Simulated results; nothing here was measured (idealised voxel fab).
voxel transistor to metal: a process module
This is section cut - it's 175 nm across, gridded in 5 nm square cells.
Cross-section layout: square cells on a grid; listed as bands, top to bottom; a band spans one or more cell rows. Band: top and bottom heights (nm) first, top before bottom; then materials from left to right, widths in nm. "everywhere" marks a sole material filling the band edge to edge. "empty" denotes empty space. Height datum 0, below which the as-received substrate wafer is one material. Lowest band open at the bottom, running downward: "top 0, no bottom". When a width is written as two numbers, as in "30->40", the first number is the width in the top row of cells of the band and the second is the width in its bottom row, and the width changes by the same amount from each row to the next. For the purposes of this document, the phrase "no change occurred" attached to a step denotes that no cell within the cross-section was modified by that step. "Sealed void listing" - sealed voids, min. 8 cells, no opening to top; format: width x height at distance (distance from left edge; nm throughout). On a step's line, text after the settings is the simulator commenting on that step. "overlay nm" denotes, for a step that has a mask, the displacement of the mask to the right of its planned place, with negative values corresponding to the left.

Listed below are the process steps as planned
1: RECEIVE | material Si
2: CONFORMAL_DEP | material SiO2 | thk nm 5
3: CONFORMAL_DEP | material SiN | thk nm 15
4: PATTERN | tone cover | mask id ACTIVE | material resist | width nm 105 | thk nm 20 | overlay nm 0
5: DIRECTIONAL_ETCH | etch materials SiN | depth nm 15
6: DIRECTIONAL_ETCH | etch materials SiO2 | depth nm 5
7: DIRECTIONAL_ETCH | etch materials Si | depth nm 25
8: STRIP | etch materials resist
9: FILL_DEP | material SiO2 | thk nm 15
10: CMP | height nm 20
11: SELECTIVE_ETCH | etch materials SiO2 | depth nm 5
12: STRIP | etch materials SiN
13: SELECTIVE_ETCH | etch materials SiO2 | depth nm 5
14: OXIDIZE | depth nm 5
15: DIRECTIONAL_DEP | material polySi | thk nm 20
16: DIRECTIONAL_DEP | material SiCN | thk nm 10
17: DIRECTIONAL_DEP | material aC | thk nm 5
18: PATTERN | tone cover | mask id GATE | material resist | width nm 25 | thk nm 30 | overlay nm 0
19: DIRECTIONAL_ETCH | etch materials aC | depth nm 15
20: STRIP | etch materials resist
21: DIRECTIONAL_ETCH | etch materials SiCN | depth nm 20
22: DIRECTIONAL_ETCH | etch materials polySi | depth nm 30
23: STRIP | etch materials aC
24: CONFORMAL_DEP | material SiN | thk nm 5
25: DIRECTIONAL_ETCH | etch materials SiN | depth nm 5
26: DIRECTIONAL_ETCH | etch materials SiO2 | depth nm 5
27: EPI | material SiGe | thk nm 5
28: FILL_DEP | material SiO2 | thk nm 5
29: CMP | height nm 20
30: STRIP | etch materials polySi
31: SELECTIVE_ETCH | etch materials SiO2 | depth nm 5
32: CONFORMAL_DEP | material HfO2 | thk nm 5
33: CONFORMAL_DEP | material TiN | thk nm 5
34: FILL_DEP | material W | thk nm 5
35: CMP | height nm 15
36: DIRECTIONAL_DEP | material SiO2 | thk nm 10
37: DIRECTIONAL_DEP | material aC | thk nm 15
38: PATTERN | tone open | mask id CONTACT | material resist | width nm 20 | pitch nm 75 | thk nm 30 | overlay nm 0
39: DIRECTIONAL_ETCH | etch materials aC | depth nm 15
40: STRIP | etch materials resist
41: DIRECTIONAL_ETCH | etch materials SiO2 | depth nm 25
42: STRIP | etch materials aC
43: CONFORMAL_DEP | material TiN | thk nm 5
44: FILL_DEP | material W | thk nm 5
45: CMP | height nm 25
46: CONFORMAL_DEP | material SiCN | thk nm 5
47: DIRECTIONAL_DEP | material lowk | thk nm 15
48: PATTERN | tone open | mask id METAL_1 | material resist | width nm 20 | pitch nm 75 | thk nm 15 | overlay nm 0
49: DIRECTIONAL_ETCH | etch materials lowk | depth nm 15
50: DIRECTIONAL_ETCH | etch materials SiCN | depth nm 5
51: STRIP | etch materials resist
52: CONFORMAL_DEP | material TiN | thk nm 5
53: FILL_DEP | material Ru | thk nm 10
54: CMP | height nm 45
55: CONFORMAL_DEP | material SiCN | thk nm 5
56: DIRECTIONAL_DEP | material lowk | thk nm 25
57: DIRECTIONAL_DEP | material aC | thk nm 10
58: PATTERN | tone open | mask id METAL_2 | material resist | width nm 20 | pitch nm 75 | thk nm 25 | overlay nm 0
59: DIRECTIONAL_ETCH | etch materials aC | depth nm 10
60: STRIP | etch materials resist
61: DIRECTIONAL_ETCH | etch materials lowk | depth nm 15
62: STRIP | etch materials aC
63: PATTERN | tone open | mask id METAL_2_HOLES | material resist | width nm 15 | pitch nm 75 | thk nm 20 | overlay nm 0
64: DIRECTIONAL_ETCH | etch materials lowk | depth nm 10
65: DIRECTIONAL_ETCH | etch materials SiCN | depth nm 5
66: STRIP | etch materials resist
67: CONFORMAL_DEP | material TiN | thk nm 5
68: FILL_DEP | material Ru | thk nm 5
69: CMP | height nm 75
70: CONFORMAL_DEP | material SiCN | thk nm 5
The wafers are alike at the start. At step 17, their thk nm differs. The plan lists the first wafer's value.

Cross-section of the first of several received wafers, showing its state after step 1
    top 0, no bottom | Si everywhere
    Sealed void listing: none

Once step 70, the last step, is complete, the module is at its end; this is the cross-section of the first of several wafers
    top 80, bottom 75 | SiCN everywhere
    top 75, bottom 65 | 40 of lowk | 5 of TiN | 10 of Ru | 5 of TiN | 55 of lowk | 5 of TiN | 10 of Ru | 5 of TiN | 40 of lowk
    top 65, bottom 60 | 40 of lowk | 5 of TiN | 5 of Ru | 10 of TiN | 55 of lowk | 5 of TiN | 5 of Ru | 10 of TiN | 40 of lowk
    top 60, bottom 50 | 40 of lowk | 5 of TiN | 5 of Ru | 5 of TiN | 60 of lowk | 5 of TiN | 5 of Ru | 5 of TiN | 45 of lowk
    top 50, bottom 45 | 40 of SiCN | 15 of TiN | 60 of SiCN | 15 of TiN | 45 of SiCN
    top 45, bottom 30 | 40 of lowk | 5 of TiN | 10 of Ru | 5 of TiN | 55 of lowk | 5 of TiN | 10 of Ru | 5 of TiN | 40 of lowk
    top 30, bottom 25 | 40 of SiCN | 20 of TiN | 55 of SiCN | 20 of TiN | 40 of SiCN
    top 25, bottom 15 | 40 of SiO2 | 5 of TiN | 10 of W | 5 of TiN | 55 of SiO2 | 5 of TiN | 10 of W | 5 of TiN | 40 of SiO2
    top 15, bottom 10 | 40 of SiO2 | 5 of TiN | 10 of W | 5 of TiN | 10 of SiO2 | 5 of SiN | 5 of HfO2 | 5 of TiN | 5 of W | 5 of TiN | 5 of HfO2 | 5 of SiN | 10 of SiO2 | 5 of TiN | 10 of W | 5 of TiN | 40 of SiO2
    top 10, bottom 5 | 30 of SiO2 | 5 of SiN | 5 of SiO2 | 5 of TiN | 10 of W | 5 of TiN | 10 of SiO2 | 5 of SiN | 5 of HfO2 | 5 of TiN | 5 of W | 5 of TiN | 5 of HfO2 | 5 of SiN | 10 of SiO2 | 5 of TiN | 10 of W | 5 of TiN | 5 of SiO2 | 5 of SiN | 30 of SiO2
    top 5, bottom 0 | 30 of SiO2 | 5 of SiN | 5 of SiO2 | 20 of TiN | 10 of SiO2 | 5 of SiN | 5 of HfO2 | 15 of TiN | 5 of HfO2 | 5 of SiN | 10 of SiO2 | 20 of TiN | 5 of SiO2 | 5 of SiN | 30 of SiO2
    top 0, bottom -5 | 35 of SiO2 | 35 of SiGe | 35 of HfO2 | 35 of SiGe | 35 of SiO2
    top -5, bottom -25 | 35 of SiO2 | 105 of Si | 35 of SiO2
    top -25, no bottom | Si everywhere
    Sealed void listing: none

End of module: cross-section, last of several wafers
    top 80, bottom 75 | SiCN everywhere
    top 75, bottom 65 | 40 of lowk | 5 of TiN | 10 of Ru | 5 of TiN | 55 of lowk | 5 of TiN | 10 of Ru | 5 of TiN | 40 of lowk
    top 65, bottom 60 | 40 of lowk | 5 of TiN | 5 of Ru | 10 of TiN | 55 of lowk | 5 of TiN | 5 of Ru | 10 of TiN | 40 of lowk
    top 60, bottom 50 | 40 of lowk | 5 of TiN | 5 of Ru | 5 of TiN | 60 of lowk | 5 of TiN | 5 of Ru | 5 of TiN | 45 of lowk
    top 50, bottom 45 | 40 of SiCN | 15 of TiN | 60 of SiCN | 15 of TiN | 45 of SiCN
    top 45, bottom 30 | 40 of lowk | 5 of TiN | 10 of Ru | 5 of TiN | 55 of lowk | 5 of TiN | 10 of Ru | 5 of TiN | 40 of lowk
    top 30, bottom 25 | 40 of SiCN | 20 of TiN | 55 of SiCN | 20 of TiN | 40 of SiCN
    top 25, bottom 20 | 40 of SiO2 | 5 of TiN | 10 of W | 5 of TiN | 55 of SiO2 | 5 of TiN | 10 of W | 5 of TiN | 40 of SiO2
    top 20, bottom 15 | 40 of SiO2 | 20 of TiN | 55 of SiO2 | 20 of TiN | 40 of SiO2
    top 15, bottom 10 | 35 of TiN | 105 of W | 35 of TiN
    top 10, bottom 5 | 30 of HfO2 | 5 of TiN | 105 of W | 5 of TiN | 30 of HfO2
    top 5, bottom 0 | 25 of SiO2 | 5 of HfO2 | 115 of TiN | 5 of HfO2 | 25 of SiO2
    top 0, bottom -5 | 25 of SiO2 | 125 of HfO2 | 25 of SiO2
    top -5, bottom -25 | 35 of SiO2 | 105 of Si | 35 of SiO2
    top -25, no bottom | Si everywhere
    Sealed void listing: none

Tabulated below, wafer by wafer, are the end-of-module results: for each material, the number of cells gained (+) or lost (-) relative to the as-received state, followed by the closed voids
thk nm 5; +13 HfO2; +26 Ru; -91 Si; +91 SiCN; +14 SiGe; +10 SiN; +180 SiO2; +79 TiN; +18 W; +220 lowk; Sealed void listing: none
thk nm 10; +13 HfO2; +26 Ru; -91 Si; +91 SiCN; +14 SiGe; +10 SiN; +180 SiO2; +79 TiN; +18 W; +220 lowk; Sealed void listing: none
thk nm 15; +13 HfO2; +26 Ru; -91 Si; +91 SiCN; +14 SiGe; +10 SiN; +180 SiO2; +79 TiN; +18 W; +220 lowk; Sealed void listing: none
thk nm 20; +39 HfO2; +26 Ru; -91 Si; +91 SiCN; +130 SiO2; +99 TiN; +46 W; +220 lowk; Sealed void listing: none
thk nm 25; +39 HfO2; +26 Ru; -91 Si; +91 SiCN; +130 SiO2; +99 TiN; +46 W; +220 lowk; Sealed void listing: none
thk nm 30; +39 HfO2; +26 Ru; -91 Si; +91 SiCN; +130 SiO2; +99 TiN; +46 W; +220 lowk; Sealed void listing: none
